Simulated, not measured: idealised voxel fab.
Presented below is a process module, voxel self aligned contacts.
Square cell edge 5 nm, section width 220 nm, ID cut.
Cross-section format: a grid of square cells, given as bands from top to bottom; each band is one or more rows of cells.
Each band's line starts with the height of the band's top and of its bottom, in nm. Then come its materials from left to right, each with its width in nm. One material with "all across" fills the band from edge to edge. "blank" is empty space.
We count height from 0. Below that, the starting wafer is all one material. The lowest band never ends at the bottom but goes on down; see "z 0 and below" for how that is written.
Top row gets the first number, bottom row gets the second, and each row in between changes by the same step: that is how a band width like "30..40" works.
"no change occurred" -> step changed no cross-section cell.
Empty spaces counting at least 8 cells and having no open way to the top are listed in "Enclosed void list". The notation width x height at distance is used for each, the distance being from the left edge and all three values in nm.
Whatever follows a step's settings on its line is a remark the simulator itself makes about that step.
"overlay nm" denotes, for a step that has a mask, the displacement of the mask to the right of its planned place, with negative values corresponding to the left.
### List of planned process steps
1: RECEIVE,material Si
2: CONFORMAL_DEP,material SiO2,thk nm 5
3: DIRECTIONAL_DEP,material polySi,thk nm 20
4: DIRECTIONAL_DEP,material SiN,thk nm 15
5: DIRECTIONAL_DEP,material aC,thk nm 15
6: PATTERN,tone cover,mask id GATE,material resist,width nm 30,pitch nm 65,thk nm 35,overlay nm 0
7: DIRECTIONAL_ETCH,etch materials aC,depth nm 15
8: STRIP,etch materials resist
9: DIRECTIONAL_ETCH,etch materials SiN,depth nm 15
10: DIRECTIONAL_ETCH,etch materials polySi,depth nm 20
11: STRIP,etch materials aC
12: CONFORMAL_DEP,material SiN,thk nm 5
13: DIRECTIONAL_ETCH,etch materials SiN,depth nm 5
14: FILL_DEP,material SiO2,thk nm 15
15: CMP,height nm 45
16: MASKED_ETCH,tone open,mask id CONTACT,width nm 45,etch materials SiO2,depth nm 45,overlay nm -15
17: CONFORMAL_DEP,material TiN,thk nm 5
18: FILL_DEP,material Ru,thk nm 10
19: CMP,height nm 45
20: CONFORMAL_DEP,material SiCN,thk nm 5
The overlay nm used in step 16 is not the same on every wafer, whereas the starting condition is; the value printed in the plan is the first wafer's.
### Cross-section, first of several wafers, as delivered after step 1
    z 0 and below: Si all across
    Enclosed void list: none
### Note: the following table is arranged by wafer, a row apiece. Each row reports the end-of-module state: per material, cells gained (+) or cells lost (-) compared with the wafer as received; closed voids follow
overlay nm -15 | +16 Ru | +44 SiCN | +64 SiN | +243 SiO2 | +25 TiN | +48 polySi | Enclosed void list: none
overlay nm -10 | +24 Ru | +44 SiCN | +64 SiN | +235 SiO2 | +25 TiN | +48 polySi | Enclosed void list: none
overlay nm -5 | +24 Ru | +44 SiCN | +64 SiN | +235 SiO2 | +25 TiN | +48 polySi | Enclosed void list: none
overlay nm 0 | +24 Ru | +44 SiCN | +64 SiN | +235 SiO2 | +25 TiN | +48 polySi | Enclosed void list: none
overlay nm 5 | +24 Ru | +44 SiCN | +64 SiN | +235 SiO2 | +25 TiN | +48 polySi | Enclosed void list: none
overlay nm 10 | +24 Ru | +44 SiCN | +64 SiN | +235 SiO2 | +25 TiN | +48 polySi | Enclosed void list: none
overlay nm 15 | +16 Ru | +44 SiCN | +64 SiN | +243 SiO2 | +25 TiN | +48 polySi | Enclosed void list: none
